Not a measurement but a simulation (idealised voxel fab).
Process module name: voxel self aligned contacts
cross-section cut | 155 nm wide | cells 5 nm
A cross-section in this document is a grid of square cells, and it is written down as bands, the top band listed before the ones below it; a band is made up of one or more rows of cells.
It is stipulated that each band's entry specify, in nanometres, the height of the top of the band and then that of its bottom, followed by the materials of the band in left-to-right sequence, each together with its width in nanometres. A single material marked by the word "full width" is understood to fill the band from edge to edge; the word "air" is understood to denote empty space.
Height datum 0, below which the as-received substrate wafer is one material. Lowest band open at the bottom, running downward: "top 0, no bottom".
Think of "30..40" as a width that walks from the first number to the second as you go down the band, top row to bottom row, taking equal-sized steps from row to row.
A step reported as "same as before" is a step in which no cell of the cross-section changed.
Voids not open to the top, 8 cells minimum: see "Voids, sealed". Written width x height at distance; distance is from the left edge; nm.
Post-settings text on a step line: simulator's own remark regarding the step.
The "overlay nm" setting may appear on a step's line; for a step that uses a mask, it gives how far to the right of its planned position the mask lay, and a negative value indicates the left.
Process steps foreseen in the plan
| 1 | RECEIVE [material Si] |
| 2 | OXIDIZE [depth nm 5] |
| 3 | DIRECTIONAL_DEP [material polySi] [thk nm 30] |
| 4 | DIRECTIONAL_DEP [material SiN] [thk nm 15] |
| 5 | PATTERN [tone cover] [mask id GATE] [material resist] [width nm 25] [pitch nm 50] [thk nm 15] [overlay nm 0] |
| 6 | DIRECTIONAL_ETCH [etch materials SiN] [depth nm 15] |
| 7 | DIRECTIONAL_ETCH [etch materials polySi] [depth nm 30] |
| 8 | STRIP [etch materials resist] |
| 9 | CONFORMAL_DEP [material SiN] [thk nm 5] |
| 10 | DIRECTIONAL_ETCH [etch materials SiN] [depth nm 5] |
| 11 | FILL_DEP [material SiO2] [thk nm 15] |
| 12 | CMP [height nm 50] |
| 13 | PATTERN [tone open] [mask id CONTACT] [material resist] [width nm 35] [thk nm 20] [overlay nm 0] |
| 14 | DIRECTIONAL_ETCH [etch materials SiO2] [depth nm 55] |
| 15 | STRIP [etch materials resist] |
| 16 | CONFORMAL_DEP [material TiN] [thk nm 5] |
| 17 | FILL_DEP [material Ru] [thk nm 10] |
| 18 | CMP [height nm 50] |
| 19 | CONFORMAL_DEP [material SiCN] [thk nm 5] |
Wafer, first of two, run as planned
Wafer at receipt (post step 1), cross-section
top 0, no bottom | Si full width
Voids, sealed: none
Step 2 complete: cross-section through the wafer
top 0, bottom -5 | SiO2 full width
Below -5 it's all the same as before, nothing changed down there.
Step 3 complete: cross-section through the wafer
top 30, bottom 0 | polySi full width
Below 0 it's all the same as before, nothing changed down there.
Step 4 complete: cross-section through the wafer
top 45, bottom 30 | SiN full width
Below 30 it's all the same as before, nothing changed down there.
Step 5 complete: cross-section through the wafer
top 60, bottom 45 | 40 nm air, then 25 nm resist, then 25 nm air, then 25 nm resist, then 40 nm air
Below 45 it's all the same as before, nothing changed down there.
Step 6 complete: cross-section through the wafer
top 60, bottom 45 | 40 nm air, then 25 nm resist, then 25 nm air, then 25 nm resist, then 40 nm air
top 45, bottom 30 | 40 nm air, then 25 nm SiN, then 25 nm air, then 25 nm SiN, then 40 nm air
Below 30 it's all the same as before, nothing changed down there.
Step 7 complete: cross-section through the wafer
top 60, bottom 45 | 40 nm air, then 25 nm resist, then 25 nm air, then 25 nm resist, then 40 nm air
top 45, bottom 30 | 40 nm air, then 25 nm SiN, then 25 nm air, then 25 nm SiN, then 40 nm air
top 30, bottom 0 | 40 nm air, then 25 nm polySi, then 25 nm air, then 25 nm polySi, then 40 nm air
Below 0 it's all the same as before, nothing changed down there.
Step 8 complete: cross-section through the wafer
top 45, bottom 30 | 40 nm air, then 25 nm SiN, then 25 nm air, then 25 nm SiN, then 40 nm air
Below 30 it's all the same as before, nothing changed down there.
Step 9 complete: cross-section through the wafer
top 50, bottom 30 | 35 nm air, then 35 nm SiN, then 15 nm air, then 35 nm SiN, then 35 nm air
top 30, bottom 5 | 35 nm air, then 5 nm SiN, then 25 nm polySi, then 5 nm SiN, then 15 nm air, then 5 nm SiN, then 25 nm polySi, then 5 nm SiN, then 35 nm air
top 5, bottom 0 | 40 nm SiN, then 25 nm polySi, then 25 nm SiN, then 25 nm polySi, then 40 nm SiN
Below 0 it's all the same as before, nothing changed down there.
Step 10 complete: cross-section through the wafer
top 45, bottom 30 | 35 nm air, then 35 nm SiN, then 15 nm air, then 35 nm SiN, then 35 nm air
top 30, bottom 0 | 35 nm air, then 5 nm SiN, then 25 nm polySi, then 5 nm SiN, then 15 nm air, then 5 nm SiN, then 25 nm polySi, then 5 nm SiN, then 35 nm air
Below 0 it's all the same as before, nothing changed down there.
Step 11 complete: cross-section through the wafer
top 60, bottom 45 | SiO2 full width
top 45, bottom 30 | 35 nm SiO2, then 35 nm SiN, then 15 nm SiO2, then 35 nm SiN, then 35 nm SiO2
top 30, bottom 0 | 35 nm SiO2, then 5 nm SiN, then 25 nm polySi, then 5 nm SiN, then 15 nm SiO2, then 5 nm SiN, then 25 nm polySi, then 5 nm SiN, then 35 nm SiO2
Below 0 it's all the same as before, nothing changed down there.
Step 12 complete: cross-section through the wafer
top 50, bottom 45 | SiO2 full width
Below 45 it's all the same as before, nothing changed down there.
Step 13 complete: cross-section through the wafer
top 70, bottom 50 | 60 nm resist, then 35 nm air, then 60 nm resist
Below 50 it's all the same as before, nothing changed down there.
Step 14 complete: cross-section through the wafer
top 70, bottom 50 | 60 nm resist, then 35 nm air, then 60 nm resist
top 50, bottom 45 | 60 nm SiO2, then 35 nm air, then 60 nm SiO2
top 45, bottom 30 | 35 nm SiO2, then 35 nm SiN, then 15 nm air, then 35 nm SiN, then 35 nm SiO2
top 30, bottom 0 | 35 nm SiO2, then 5 nm SiN, then 25 nm polySi, then 5 nm SiN, then 15 nm air, then 5 nm SiN, then 25 nm polySi, then 5 nm SiN, then 35 nm SiO2
top 0, bottom -5 | 70 nm SiO2, then 15 nm air, then 70 nm SiO2
Below -5 it's all the same as before, nothing changed down there.
Step 15 complete: cross-section through the wafer
top 50, bottom 45 | 60 nm SiO2, then 35 nm air, then 60 nm SiO2
Below 45 it's all the same as before, nothing changed down there.
Step 16 complete: cross-section through the wafer
top 55, bottom 50 | 65 nm TiN, then 25 nm air, then 65 nm TiN
top 50, bottom 45 | 60 nm SiO2, then 15 nm TiN, then 5 nm air, then 15 nm TiN, then 60 nm SiO2
top 45, bottom 30 | 35 nm SiO2, then 35 nm SiN, then 5 nm TiN, then 5 nm air, then 5 nm TiN, then 35 nm SiN, then 35 nm SiO2
top 30, bottom 0 | 35 nm SiO2, then 5 nm SiN, then 25 nm polySi, then 5 nm SiN, then 5 nm TiN, then 5 nm air, then 5 nm TiN, then 5 nm SiN, then 25 nm polySi, then 5 nm SiN, then 35 nm SiO2
top 0, bottom -5 | 70 nm SiO2, then 15 nm TiN, then 70 nm SiO2
Below -5 it's all the same as before, nothing changed down there.
Step 17 complete: cross-section through the wafer
top 65, bottom 55 | Ru full width
top 55, bottom 50 | 65 nm TiN, then 25 nm Ru, then 65 nm TiN
top 50, bottom 45 | 60 nm SiO2, then 15 nm TiN, then 5 nm Ru, then 15 nm TiN, then 60 nm SiO2
top 45, bottom 30 | 35 nm SiO2, then 35 nm SiN, then 5 nm TiN, then 5 nm Ru, then 5 nm TiN, then 35 nm SiN, then 35 nm SiO2
top 30, bottom 0 | 35 nm SiO2, then 5 nm SiN, then 25 nm polySi, then 5 nm SiN, then 5 nm TiN, then 5 nm Ru, then 5 nm TiN, then 5 nm SiN, then 25 nm polySi, then 5 nm SiN, then 35 nm SiO2
Below 0 it's all the same as before, nothing changed down there.
Step 18 complete: cross-section through the wafer
top 50, bottom 45 | 60 nm SiO2, then 15 nm TiN, then 5 nm Ru, then 15 nm TiN, then 60 nm SiO2
Below 45 it's all the same as before, nothing changed down there.
Step 19 complete: cross-section through the wafer
top 55, bottom 50 | SiCN full width
Below 50 it's all the same as before, nothing changed down there.
Second wafer - shared start and plan with the first - one error in running - same as the first up to step 3 inclusive
Cross-section of the second wafer when, according to plan, step 4 should have finished
top 60, bottom 30 | SiN full width
Below 30 it's all the same as before, nothing changed down there.
Cross-section of the second wafer when, according to plan, step 5 should have finished
top 75, bottom 60 | 40 nm air, then 25 nm resist, then 25 nm air, then 25 nm resist, then 40 nm air
Below 60 it's all the same as before, nothing changed down there.
Cross-section of the second wafer when, according to plan, step 6 should have finished
top 75, bottom 60 | 40 nm air, then 25 nm resist, then 25 nm air, then 25 nm resist, then 40 nm air
top 60, bottom 45 | 40 nm air, then 25 nm SiN, then 25 nm air, then 25 nm SiN, then 40 nm air
Below 45 it's all the same as before, nothing changed down there.
Cross-section of the second wafer when, according to plan, step 7 should have finished: same as before
Cross-section of the second wafer when, according to plan, step 8 should have finished
top 60, bottom 45 | 40 nm air, then 25 nm SiN, then 25 nm air, then 25 nm SiN, then 40 nm air
Below 45 it's all the same as before, nothing changed down there.
Cross-section of the second wafer when, according to plan, step 9 should have finished
top 65, bottom 50 | 35 nm air, then 35 nm SiN, then 15 nm air, then 35 nm SiN, then 35 nm air
top 50, bottom 30 | SiN full width
Below 30 it's all the same as before, nothing changed down there.
Cross-section of the second wafer when, according to plan, step 10 should have finished
top 60, bottom 45 | 35 nm air, then 35 nm SiN, then 15 nm air, then 35 nm SiN, then 35 nm air
Below 45 it's all the same as before, nothing changed down there.
Cross-section of the second wafer when, according to plan, step 11 should have finished
top 75, bottom 60 | SiO2 full width
top 60, bottom 45 | 35 nm SiO2, then 35 nm SiN, then 15 nm SiO2, then 35 nm SiN, then 35 nm SiO2
Below 45 it's all the same as before, nothing changed down there.
Cross-section of the second wafer when, according to plan, step 12 should have finished
top 50, bottom 45 | 35 nm SiO2, then 35 nm SiN, then 15 nm SiO2, then 35 nm SiN, then 35 nm SiO2
Below 45 it's all the same as before, nothing changed down there.
Cross-section of the second wafer when, according to plan, step 13 should have finished
top 70, bottom 50 | 60 nm resist, then 35 nm air, then 60 nm resist
Below 50 it's all the same as before, nothing changed down there.
Cross-section of the second wafer when, according to plan, step 14 should have finished
top 70, bottom 50 | 60 nm resist, then 35 nm air, then 60 nm resist
top 50, bottom 45 | 35 nm SiO2, then 35 nm SiN, then 15 nm air, then 35 nm SiN, then 35 nm SiO2
Below 45 it's all the same as before, nothing changed down there.
Cross-section of the second wafer when, according to plan, step 15 should have finished
top 50, bottom 45 | 35 nm SiO2, then 35 nm SiN, then 15 nm air, then 35 nm SiN, then 35 nm SiO2
Below 45 it's all the same as before, nothing changed down there.
Cross-section of the second wafer when, according to plan, step 16 should have finished
top 55, bottom 50 | 75 nm TiN, then 5 nm air, then 75 nm TiN
top 50, bottom 45 | 35 nm SiO2, then 35 nm SiN, then 15 nm TiN, then 35 nm SiN, then 35 nm SiO2
Below 45 it's all the same as before, nothing changed down there.
Cross-section of the second wafer when, according to plan, step 17 should have finished
top 65, bottom 55 | Ru full width
top 55, bottom 50 | 75 nm TiN, then 5 nm Ru, then 75 nm TiN
Below 50 it's all the same as before, nothing changed down there.
Cross-section of the second wafer when, according to plan, step 18 should have finished
top 50, bottom 45 | 35 nm SiO2, then 35 nm SiN, then 15 nm TiN, then 35 nm SiN, then 35 nm SiO2
Below 45 it's all the same as before, nothing changed down there.
Cross-section of the second wafer when, according to plan, step 19 should have finished
top 55, bottom 50 | SiCN full width
Below 50 it's all the same as before, nothing changed down there.
Deviation from plan: step 4 in the plan was executed twice
Once processing is complete, comparing cell counts shows that the second wafer has more or fewer of certain materials than the first: 10 fewer of Ru, 41 more of SiN, 133 fewer of SiO2, 24 fewer of TiN, 126 more of polySi
